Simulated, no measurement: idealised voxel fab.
process module | voxel self aligned contacts
cross-section cut | 245 nm wide | cells 5 nm
A cross-section is a grid of square cells, given in bands from the top down. A band is one or more rows of cells.
Each band's line starts with the height of the band's top and of its bottom, in nm. Then come its materials from left to right, each with its width in nm. One material with "throughout" fills the band from edge to edge. "air" is empty space.
Height 0 is the level under which the wafer as received is all one material. The lowest band goes on downwards, as in "0 down".
A width such as "30 to 40" changes by the same amount from each row of cells to the next, from the band's top row to its bottom row.
"no change" after a step means that no cell of the cross-section changed.
closed voids: empty space of 8 cells or more with no open way to the top, each as width x height at its distance from the left edge, in nm
after a step's settings: what the simulator itself notes on the step
overlay nm, on a step with a mask: how far to the right of its planned place the mask lay; to the left if negative
plan
1 op RECEIVE | material Si
2 op CONFORMAL_DEP | material SiO2 | thk nm 5
3 op DIRECTIONAL_DEP | material polySi | thk nm 20
4 op DIRECTIONAL_DEP | material SiN | thk nm 20
5 op DIRECTIONAL_DEP | material aC | thk nm 10
6 op PATTERN | tone cover | mask id GATE | material resist | width nm 25 | pitch nm 55 | thk nm 25 | overlay nm 0
7 op DIRECTIONAL_ETCH | etch materials aC | depth nm 10
8 op STRIP | etch materials resist
9 op DIRECTIONAL_ETCH | etch materials SiN | depth nm 20
10 op DIRECTIONAL_ETCH | etch materials polySi | depth nm 20
11 op STRIP | etch materials aC
12 op CONFORMAL_DEP | material SiN | thk nm 5
13 op DIRECTIONAL_ETCH | etch materials SiN | depth nm 5
14 op FILL_DEP | material SiO2 | thk nm 15
15 op CMP | height nm 55
16 op MASKED_ETCH | tone open | mask id CONTACT | width nm 40 | pitch nm 55 | etch materials SiO2 | depth nm 55 | overlay nm 0
17 op CONFORMAL_DEP | material TiN | thk nm 5
18 op FILL_DEP | material Ru | thk nm 5
19 op CMP | height nm 55
20 op CONFORMAL_DEP | material SiCN | thk nm 5
varied across the wafers: thk nm of step 12. The plan shows the first wafer's value. All wafers start alike
first wafer as received, after step 1
  0 down: Si throughout
  closed voids: none
each wafer at the end: cells of each material gained (+) or lost (-) since it was received, then its closed voids
thk nm 5 | +48 Ru | +49 SiCN | +108 SiN | +267 SiO2 | +56 TiN | +60 polySi | closed voids: none
thk nm 10 | +49 SiCN | +205 SiN | +226 SiO2 | +48 TiN | +60 polySi | closed voids: none
thk nm 15 | +49 SiCN | +302 SiN | +177 SiO2 | +60 polySi | closed voids: none
thk nm 20 | +49 SiCN | +332 SiN | +147 SiO2 | +60 polySi | closed voids: none
